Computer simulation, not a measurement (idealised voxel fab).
This section sets out a process module, namely voxel capacitor over wiring.
Cross-sectional view cut (width: 160 nm; square cell size: 5 nm).
A cross-section is a grid of square cells, given in bands from the top down. A band is one or more rows of cells.
Each band's line starts with the height of the band's top and of its bottom, in nm. Then come its materials from left to right, each with its width in nm. One material with "throughout" fills the band from edge to edge. "blank" is empty space.
Heights are expressed relative to 0, this being the level below which the as-received wafer comprises one material exclusively. The lowest band is unbounded in the downward direction and is denoted as in "0 nm and below".
Width "30..40": first value at the band's top row of cells, second value at its bottom row, equal change from row to row.
"nothing was modified" (step): cross-section cells unchanged, all of them.
Look at "Cavities, closed" for the closed voids: empty spaces with no open path to the top, sized 8 cells or up. Each is width x height at distance, distance from the left edge, all nm.
after a step's settings: what the simulator itself notes on the step
The optional step-line setting "overlay nm" applies to steps with a mask and quantifies how far to the right of its planned location the mask lay, a negative value indicating leftward placement.

[The following list gives the planned process steps]
1 RECEIVE,material Si
2 CONFORMAL_DEP,material SiO2,thk nm 15
3 CONFORMAL_DEP,material SiCN,thk nm 5
4 DIRECTIONAL_DEP,material SiO2,thk nm 20
5 DIRECTIONAL_DEP,material aC,thk nm 15
6 PATTERN,tone open,mask id METAL_1,material resist,width nm 20,pitch nm 70,thk nm 35,overlay nm 0
7 DIRECTIONAL_ETCH,etch materials aC,depth nm 15
8 STRIP,etch materials resist
9 DIRECTIONAL_ETCH,etch materials SiO2,depth nm 20
10 DIRECTIONAL_ETCH,etch materials SiCN,depth nm 5
11 STRIP,etch materials aC
12 CONFORMAL_DEP,material TiN,thk nm 5
13 FILL_DEP,material Cu,thk nm 5
14 CMP,height nm 40
15 EPI,material Ru,thk nm 5
16 FILL_DEP,material SiCN,thk nm 5
17 DIRECTIONAL_DEP,material lowk,thk nm 10
18 PATTERN,tone open,mask id PLUG_1,material resist,width nm 15,thk nm 20,overlay nm 0
19 DIRECTIONAL_ETCH,etch materials lowk,depth nm 10
20 DIRECTIONAL_ETCH,etch materials SiCN,depth nm 5
21 STRIP,etch materials resist
22 CONFORMAL_DEP,material TiN,thk nm 5
23 FILL_DEP,material W,thk nm 5
24 CMP,height nm 60
25 DIRECTIONAL_DEP,material TiN,thk nm 5
26 DIRECTIONAL_DEP,material SiN,thk nm 5
27 DIRECTIONAL_DEP,material TiN,thk nm 10
28 DIRECTIONAL_DEP,material aC,thk nm 15
29 PATTERN,tone cover,mask id UPPER_PLATE,material resist,width nm 55,thk nm 35,overlay nm 0
30 DIRECTIONAL_ETCH,etch materials aC,depth nm 15
31 STRIP,etch materials resist
32 DIRECTIONAL_ETCH,etch materials TiN,depth nm 10
33 DIRECTIONAL_ETCH,etch materials SiN,depth nm 5
34 STRIP,etch materials aC
35 PATTERN,tone cover,mask id LOWER_PLATE,material resist,width nm 65,thk nm 20,overlay nm 0
36 DIRECTIONAL_ETCH,etch materials TiN,depth nm 5
37 STRIP,etch materials resist
38 FILL_DEP,material SiO2,thk nm 15
39 CMP,height nm 90
40 MASKED_ETCH,tone open,mask id PLUG_2,width nm 15,etch materials SiO2,depth nm 10,overlay nm 0
41 CONFORMAL_DEP,material TiN,thk nm 5
42 FILL_DEP,material Cu,thk nm 10
43 CMP,height nm 90
44 CONFORMAL_DEP,material SiN,thk nm 5

[The first of a set of two wafers, run to plan]

[Received-state cross-section, reflecting completion of step 1]
- 0 nm and below | Si throughout
- Cavities, closed: none

[Step 2 done - wafer cross-section]
- 15 nm to 0 nm | SiO2 throughout
- Nothing below the height 0 has changed.

[Step 3 done - wafer cross-section]
- 20 nm to 15 nm | SiCN throughout
- Nothing below the height 15 has changed.

[Step 4 done - wafer cross-section]
- 40 nm to 20 nm | SiO2 throughout
- Nothing below the height 20 has changed.

[Step 5 done - wafer cross-section]
- 55 nm to 40 nm | aC throughout
- Nothing below the height 40 has changed.

[Step 6 done - wafer cross-section]
- 90 nm to 55 nm | resist 35 / blank 20 / resist 50 / blank 20 / resist 35
- Nothing below the height 55 has changed.

[Step 7 done - wafer cross-section]
- 75 nm to 55 nm | resist 35 / blank 20 / resist 50 / blank 20 / resist 35
- 55 nm to 40 nm | aC 35 / blank 20 / aC 50 / blank 20 / aC 35
- Nothing below the height 40 has changed.

[Step 8 done - wafer cross-section]
- 55 nm to 40 nm | aC 35 / blank 20 / aC 50 / blank 20 / aC 35
- Nothing below the height 40 has changed.

[Step 9 done - wafer cross-section]
- 55 nm to 40 nm | aC 35 / blank 20 / aC 50 / blank 20 / aC 35
- 40 nm to 20 nm | SiO2 35 / blank 20 / SiO2 50 / blank 20 / SiO2 35
- Nothing below the height 20 has changed.

[Step 10 done - wafer cross-section]
- 55 nm to 40 nm | aC 35 / blank 20 / aC 50 / blank 20 / aC 35
- 40 nm to 20 nm | SiO2 35 / blank 20 / SiO2 50 / blank 20 / SiO2 35
- 20 nm to 15 nm | SiCN 35 / blank 20 / SiCN 50 / blank 20 / SiCN 35
- Nothing below the height 15 has changed.

[Step 11 done - wafer cross-section]
- 40 nm to 20 nm | SiO2 35 / blank 20 / SiO2 50 / blank 20 / SiO2 35
- Nothing below the height 20 has changed.

[Step 12 done - wafer cross-section]
- 45 nm to 40 nm | TiN 40 / blank 10 / TiN 60 / blank 10 / TiN 40
- 40 nm to 20 nm | SiO2 35 / TiN 5 / blank 10 / TiN 5 / SiO2 50 / TiN 5 / blank 10 / TiN 5 / SiO2 35
- 20 nm to 15 nm | SiCN 35 / TiN 20 / SiCN 50 / TiN 20 / SiCN 35
- Nothing below the height 15 has changed.

[Step 13 done - wafer cross-section]
- 50 nm to 45 nm | Cu throughout
- 45 nm to 40 nm | TiN 40 / Cu 10 / TiN 60 / Cu 10 / TiN 40
- 40 nm to 20 nm | SiO2 35 / TiN 5 / Cu 10 / TiN 5 / SiO2 50 / TiN 5 / Cu 10 / TiN 5 / SiO2 35
- Nothing below the height 20 has changed.

[Step 14 done - wafer cross-section]
- 40 nm to 20 nm | SiO2 35 / TiN 5 / Cu 10 / TiN 5 / SiO2 50 / TiN 5 / Cu 10 / TiN 5 / SiO2 35
- Nothing below the height 20 has changed.

[Step 15 done - wafer cross-section]
- 45 nm to 40 nm | blank 30 / Ru 30 / blank 40 / Ru 30 / blank 30
- Nothing below the height 40 has changed.

[Step 16 done - wafer cross-section]
- 50 nm to 45 nm | SiCN throughout
- 45 nm to 40 nm | SiCN 30 / Ru 30 / SiCN 40 / Ru 30 / SiCN 30
- Nothing below the height 40 has changed.

[Step 17 done - wafer cross-section]
- 60 nm to 50 nm | lowk throughout
- Nothing below the height 50 has changed.

[Step 18 done - wafer cross-section]
- 80 nm to 60 nm | resist 40 / blank 15 / resist 105
- Nothing below the height 60 has changed.

[Step 19 done - wafer cross-section]
- 80 nm to 60 nm | resist 40 / blank 15 / resist 105
- 60 nm to 50 nm | lowk 40 / blank 15 / lowk 105
- Nothing below the height 50 has changed.

[Step 20 done - wafer cross-section]
- 80 nm to 60 nm | resist 40 / blank 15 / resist 105
- 60 nm to 50 nm | lowk 40 / blank 15 / lowk 105
- 50 nm to 45 nm | SiCN 40 / blank 15 / SiCN 105
- Nothing below the height 45 has changed.

[Step 21 done - wafer cross-section]
- 60 nm to 50 nm | lowk 40 / blank 15 / lowk 105
- Nothing below the height 50 has changed.

[Step 22 done - wafer cross-section]
- 65 nm to 60 nm | TiN 45 / blank 5 / TiN 110
- 60 nm to 50 nm | lowk 40 / TiN 5 / blank 5 / TiN 5 / lowk 105
- 50 nm to 45 nm | SiCN 40 / TiN 15 / SiCN 105
- Nothing below the height 45 has changed.

[Step 23 done - wafer cross-section]
- 70 nm to 65 nm | W throughout
- 65 nm to 60 nm | TiN 45 / W 5 / TiN 110
- 60 nm to 50 nm | lowk 40 / TiN 5 / W 5 / TiN 5 / lowk 105
- Nothing below the height 50 has changed.

[Step 24 done - wafer cross-section]
- 60 nm to 50 nm | lowk 40 / TiN 5 / W 5 / TiN 5 / lowk 105
- Nothing below the height 50 has changed.

[Step 25 done - wafer cross-section]
- 65 nm to 60 nm | TiN throughout
- Nothing below the height 60 has changed.

[Step 26 done - wafer cross-section]
- 70 nm to 65 nm | SiN throughout
- Nothing below the height 65 has changed.

[Step 27 done - wafer cross-section]
- 80 nm to 70 nm | TiN throughout
- Nothing below the height 70 has changed.

[Step 28 done - wafer cross-section]
- 95 nm to 80 nm | aC throughout
- Nothing below the height 80 has changed.

[Step 29 done - wafer cross-section]
- 130 nm to 95 nm | blank 40 / resist 55 / blank 65
- Nothing below the height 95 has changed.

[Step 30 done - wafer cross-section]
- 115 nm to 95 nm | blank 40 / resist 55 / blank 65
- 95 nm to 80 nm | blank 40 / aC 55 / blank 65
- Nothing below the height 80 has changed.

[Step 31 done - wafer cross-section]
- 95 nm to 80 nm | blank 40 / aC 55 / blank 65
- Nothing below the height 80 has changed.

[Step 32 done - wafer cross-section]
- 95 nm to 80 nm | blank 40 / aC 55 / blank 65
- 80 nm to 70 nm | blank 40 / TiN 55 / blank 65
- Nothing below the height 70 has changed.

[Step 33 done - wafer cross-section]
- 95 nm to 80 nm | blank 40 / aC 55 / blank 65
- 80 nm to 70 nm | blank 40 / TiN 55 / blank 65
- 70 nm to 65 nm | blank 40 / SiN 55 / blank 65
- Nothing below the height 65 has changed.

[Step 34 done - wafer cross-section]
- 80 nm to 70 nm | blank 40 / TiN 55 / blank 65
- Nothing below the height 70 has changed.

[Step 35 done - wafer cross-section]
- 100 nm to 80 nm | blank 35 / resist 65 / blank 60
- 80 nm to 70 nm | blank 35 / resist 5 / TiN 55 / resist 5 / blank 60
- 70 nm to 65 nm | blank 35 / resist 5 / SiN 55 / resist 5 / blank 60
- Nothing below the height 65 has changed.

[Step 36 done - wafer cross-section]
- 100 nm to 80 nm | blank 35 / resist 65 / blank 60
- 80 nm to 70 nm | blank 35 / resist 5 / TiN 55 / resist 5 / blank 60
- 70 nm to 65 nm | blank 35 / resist 5 / SiN 55 / resist 5 / blank 60
- 65 nm to 60 nm | blank 35 / TiN 65 / blank 60
- Nothing below the height 60 has changed.

[Step 37 done - wafer cross-section]
- 80 nm to 70 nm | blank 40 / TiN 55 / blank 65
- 70 nm to 65 nm | blank 40 / SiN 55 / blank 65
- Nothing below the height 65 has changed.

[Step 38 done - wafer cross-section]
- 95 nm to 80 nm | SiO2 throughout
- 80 nm to 70 nm | SiO2 40 / TiN 55 / SiO2 65
- 70 nm to 65 nm | SiO2 40 / SiN 55 / SiO2 65
- 65 nm to 60 nm | SiO2 35 / TiN 65 / SiO2 60
- Nothing below the height 60 has changed.

[Step 39 done - wafer cross-section]
- 90 nm to 80 nm | SiO2 throughout
- Nothing below the height 80 has changed.

[Step 40 done - wafer cross-section]
- 90 nm to 80 nm | SiO2 50 / blank 15 / SiO2 95
- Nothing below the height 80 has changed.

[Step 41 done - wafer cross-section]
- 95 nm to 90 nm | TiN 55 / blank 5 / TiN 100
- 90 nm to 85 nm | SiO2 50 / TiN 5 / blank 5 / TiN 5 / SiO2 95
- 85 nm to 80 nm | SiO2 50 / TiN 15 / SiO2 95
- Nothing below the height 80 has changed.

[Step 42 done - wafer cross-section]
- 105 nm to 95 nm | Cu throughout
- 95 nm to 90 nm | TiN 55 / Cu 5 / TiN 100
- 90 nm to 85 nm | SiO2 50 / TiN 5 / Cu 5 / TiN 5 / SiO2 95
- Nothing below the height 85 has changed.

[Step 43 done - wafer cross-section]
- 90 nm to 85 nm | SiO2 50 / TiN 5 / Cu 5 / TiN 5 / SiO2 95
- Nothing below the height 85 has changed.

[Step 44 done - wafer cross-section]
- 95 nm to 90 nm | SiN throughout
- Nothing below the height 90 has changed.

[Wafer two of two - same starting point, same process plan, one mistake in execution; matches wafer one up to and including step 1]

[Here is the second wafer in cross-section at the point where step 2 of the plan should have been done]
- 5 nm to 0 nm | SiCN throughout
- Nothing below the height 0 has changed.

[Here is the second wafer in cross-section at the point where step 3 of the plan should have been done]
- 20 nm to 5 nm | SiO2 throughout
- Nothing below the height 5 has changed.

[Here is the second wafer in cross-section at the point where step 4 of the plan should have been done]
- 40 nm to 5 nm | SiO2 throughout
- Nothing below the height 5 has changed.

[Here is the second wafer in cross-section at the point where step 5 of the plan should have been done]
- 55 nm to 40 nm | aC throughout
- Nothing below the height 40 has changed.

[Here is the second wafer in cross-section at the point where step 6 of the plan should have been done]
- 90 nm to 55 nm | resist 35 / blank 20 / resist 50 / blank 20 / resist 35
- Nothing below the height 55 has changed.

[Here is the second wafer in cross-section at the point where step 7 of the plan should have been done]
- 75 nm to 55 nm | resist 35 / blank 20 / resist 50 / blank 20 / resist 35
- 55 nm to 40 nm | aC 35 / blank 20 / aC 50 / blank 20 / aC 35
- Nothing below the height 40 has changed.

[Here is the second wafer in cross-section at the point where step 8 of the plan should have been done]
- 55 nm to 40 nm | aC 35 / blank 20 / aC 50 / blank 20 / aC 35
- Nothing below the height 40 has changed.

[Here is the second wafer in cross-section at the point where step 9 of the plan should have been done]
- 55 nm to 40 nm | aC 35 / blank 20 / aC 50 / blank 20 / aC 35
- 40 nm to 20 nm | SiO2 35 / blank 20 / SiO2 50 / blank 20 / SiO2 35
- Nothing below the height 20 has changed.

Here is the second wafer in cross-section at the point where step 10 of the plan should have been done: nothing was modified

[Here is the second wafer in cross-section at the point where step 11 of the plan should have been done]
- 40 nm to 20 nm | SiO2 35 / blank 20 / SiO2 50 / blank 20 / SiO2 35
- Nothing below the height 20 has changed.

[Here is the second wafer in cross-section at the point where step 12 of the plan should have been done]
- 45 nm to 40 nm | TiN 40 / blank 10 / TiN 60 / blank 10 / TiN 40
- 40 nm to 25 nm | SiO2 35 / TiN 5 / blank 10 / TiN 5 / SiO2 50 / TiN 5 / blank 10 / TiN 5 / SiO2 35
- 25 nm to 20 nm | SiO2 35 / TiN 20 / SiO2 50 / TiN 20 / SiO2 35
- Nothing below the height 20 has changed.

[Here is the second wafer in cross-section at the point where step 13 of the plan should have been done]
- 50 nm to 45 nm | Cu throughout
- 45 nm to 40 nm | TiN 40 / Cu 10 / TiN 60 / Cu 10 / TiN 40
- 40 nm to 25 nm | SiO2 35 / TiN 5 / Cu 10 / TiN 5 / SiO2 50 / TiN 5 / Cu 10 / TiN 5 / SiO2 35
- Nothing below the height 25 has changed.

[Here is the second wafer in cross-section at the point where step 14 of the plan should have been done]
- 40 nm to 25 nm | SiO2 35 / TiN 5 / Cu 10 / TiN 5 / SiO2 50 / TiN 5 / Cu 10 / TiN 5 / SiO2 35
- Nothing below the height 25 has changed.

[Here is the second wafer in cross-section at the point where step 15 of the plan should have been done]
- 45 nm to 40 nm | blank 30 / Ru 30 / blank 40 / Ru 30 / blank 30
- Nothing below the height 40 has changed.

[Here is the second wafer in cross-section at the point where step 16 of the plan should have been done]
- 50 nm to 45 nm | SiCN throughout
- 45 nm to 40 nm | SiCN 30 / Ru 30 / SiCN 40 / Ru 30 / SiCN 30
- Nothing below the height 40 has changed.

[Here is the second wafer in cross-section at the point where step 17 of the plan should have been done]
- 60 nm to 50 nm | lowk throughout
- Nothing below the height 50 has changed.

[Here is the second wafer in cross-section at the point where step 18 of the plan should have been done]
- 80 nm to 60 nm | resist 40 / blank 15 / resist 105
- Nothing below the height 60 has changed.

[Here is the second wafer in cross-section at the point where step 19 of the plan should have been done]
- 80 nm to 60 nm | resist 40 / blank 15 / resist 105
- 60 nm to 50 nm | lowk 40 / blank 15 / lowk 105
- Nothing below the height 50 has changed.

[Here is the second wafer in cross-section at the point where step 20 of the plan should have been done]
- 80 nm to 60 nm | resist 40 / blank 15 / resist 105
- 60 nm to 50 nm | lowk 40 / blank 15 / lowk 105
- 50 nm to 45 nm | SiCN 40 / blank 15 / SiCN 105
- Nothing below the height 45 has changed.

[Here is the second wafer in cross-section at the point where step 21 of the plan should have been done]
- 60 nm to 50 nm | lowk 40 / blank 15 / lowk 105
- Nothing below the height 50 has changed.

[Here is the second wafer in cross-section at the point where step 22 of the plan should have been done]
- 65 nm to 60 nm | TiN 45 / blank 5 / TiN 110
- 60 nm to 50 nm | lowk 40 / TiN 5 / blank 5 / TiN 5 / lowk 105
- 50 nm to 45 nm | SiCN 40 / TiN 15 / SiCN 105
- Nothing below the height 45 has changed.

[Here is the second wafer in cross-section at the point where step 23 of the plan should have been done]
- 70 nm to 65 nm | W throughout
- 65 nm to 60 nm | TiN 45 / W 5 / TiN 110
- 60 nm to 50 nm | lowk 40 / TiN 5 / W 5 / TiN 5 / lowk 105
- Nothing below the height 50 has changed.

[Here is the second wafer in cross-section at the point where step 24 of the plan should have been done]
- 60 nm to 50 nm | lowk 40 / TiN 5 / W 5 / TiN 5 / lowk 105
- Nothing below the height 50 has changed.

[Here is the second wafer in cross-section at the point where step 25 of the plan should have been done]
- 65 nm to 60 nm | TiN throughout
- Nothing below the height 60 has changed.

[Here is the second wafer in cross-section at the point where step 26 of the plan should have been done]
- 70 nm to 65 nm | SiN throughout
- Nothing below the height 65 has changed.

[Here is the second wafer in cross-section at the point where step 27 of the plan should have been done]
- 80 nm to 70 nm | TiN throughout
- Nothing below the height 70 has changed.

[Here is the second wafer in cross-section at the point where step 28 of the plan should have been done]
- 95 nm to 80 nm | aC throughout
- Nothing below the height 80 has changed.

[Here is the second wafer in cross-section at the point where step 29 of the plan should have been done]
- 130 nm to 95 nm | blank 40 / resist 55 / blank 65
- Nothing below the height 95 has changed.

[Here is the second wafer in cross-section at the point where step 30 of the plan should have been done]
- 115 nm to 95 nm | blank 40 / resist 55 / blank 65
- 95 nm to 80 nm | blank 40 / aC 55 / blank 65
- Nothing below the height 80 has changed.

[Here is the second wafer in cross-section at the point where step 31 of the plan should have been done]
- 95 nm to 80 nm | blank 40 / aC 55 / blank 65
- Nothing below the height 80 has changed.

[Here is the second wafer in cross-section at the point where step 32 of the plan should have been done]
- 95 nm to 80 nm | blank 40 / aC 55 / blank 65
- 80 nm to 70 nm | blank 40 / TiN 55 / blank 65
- Nothing below the height 70 has changed.

[Here is the second wafer in cross-section at the point where step 33 of the plan should have been done]
- 95 nm to 80 nm | blank 40 / aC 55 / blank 65
- 80 nm to 70 nm | blank 40 / TiN 55 / blank 65
- 70 nm to 65 nm | blank 40 / SiN 55 / blank 65
- Nothing below the height 65 has changed.

[Here is the second wafer in cross-section at the point where step 34 of the plan should have been done]
- 80 nm to 70 nm | blank 40 / TiN 55 / blank 65
- Nothing below the height 70 has changed.

[Here is the second wafer in cross-section at the point where step 35 of the plan should have been done]
- 100 nm to 80 nm | blank 35 / resist 65 / blank 60
- 80 nm to 70 nm | blank 35 / resist 5 / TiN 55 / resist 5 / blank 60
- 70 nm to 65 nm | blank 35 / resist 5 / SiN 55 / resist 5 / blank 60
- Nothing below the height 65 has changed.

[Here is the second wafer in cross-section at the point where step 36 of the plan should have been done]
- 100 nm to 80 nm | blank 35 / resist 65 / blank 60
- 80 nm to 70 nm | blank 35 / resist 5 / TiN 55 / resist 5 / blank 60
- 70 nm to 65 nm | blank 35 / resist 5 / SiN 55 / resist 5 / blank 60
- 65 nm to 60 nm | blank 35 / TiN 65 / blank 60
- Nothing below the height 60 has changed.

[Here is the second wafer in cross-section at the point where step 37 of the plan should have been done]
- 80 nm to 70 nm | blank 40 / TiN 55 / blank 65
- 70 nm to 65 nm | blank 40 / SiN 55 / blank 65
- Nothing below the height 65 has changed.

[Here is the second wafer in cross-section at the point where step 38 of the plan should have been done]
- 95 nm to 80 nm | SiO2 throughout
- 80 nm to 70 nm | SiO2 40 / TiN 55 / SiO2 65
- 70 nm to 65 nm | SiO2 40 / SiN 55 / SiO2 65
- 65 nm to 60 nm | SiO2 35 / TiN 65 / SiO2 60
- Nothing below the height 60 has changed.

[Here is the second wafer in cross-section at the point where step 39 of the plan should have been done]
- 90 nm to 80 nm | SiO2 throughout
- Nothing below the height 80 has changed.

[Here is the second wafer in cross-section at the point where step 40 of the plan should have been done]
- 90 nm to 80 nm | SiO2 50 / blank 15 / SiO2 95
- Nothing below the height 80 has changed.

[Here is the second wafer in cross-section at the point where step 41 of the plan should have been done]
- 95 nm to 90 nm | TiN 55 / blank 5 / TiN 100
- 90 nm to 85 nm | SiO2 50 / TiN 5 / blank 5 / TiN 5 / SiO2 95
- 85 nm to 80 nm | SiO2 50 / TiN 15 / SiO2 95
- Nothing below the height 80 has changed.

[Here is the second wafer in cross-section at the point where step 42 of the plan should have been done]
- 105 nm to 95 nm | Cu throughout
- 95 nm to 90 nm | TiN 55 / Cu 5 / TiN 100
- 90 nm to 85 nm | SiO2 50 / TiN 5 / Cu 5 / TiN 5 / SiO2 95
- Nothing below the height 85 has changed.

[Here is the second wafer in cross-section at the point where step 43 of the plan should have been done]
- 90 nm to 85 nm | SiO2 50 / TiN 5 / Cu 5 / TiN 5 / SiO2 95
- Nothing below the height 85 has changed.

[Here is the second wafer in cross-section at the point where step 44 of the plan should have been done]
- 95 nm to 90 nm | SiN throughout
- Nothing below the height 90 has changed.
What broke from the plan during processing? contrary to the plan, steps 2 and 3 were processed in exchanged order
At the finish, the second wafer shows more or fewer cells for some materials than the first does: Cu: 4 fewer, SiCN: 8 more, TiN: 4 fewer
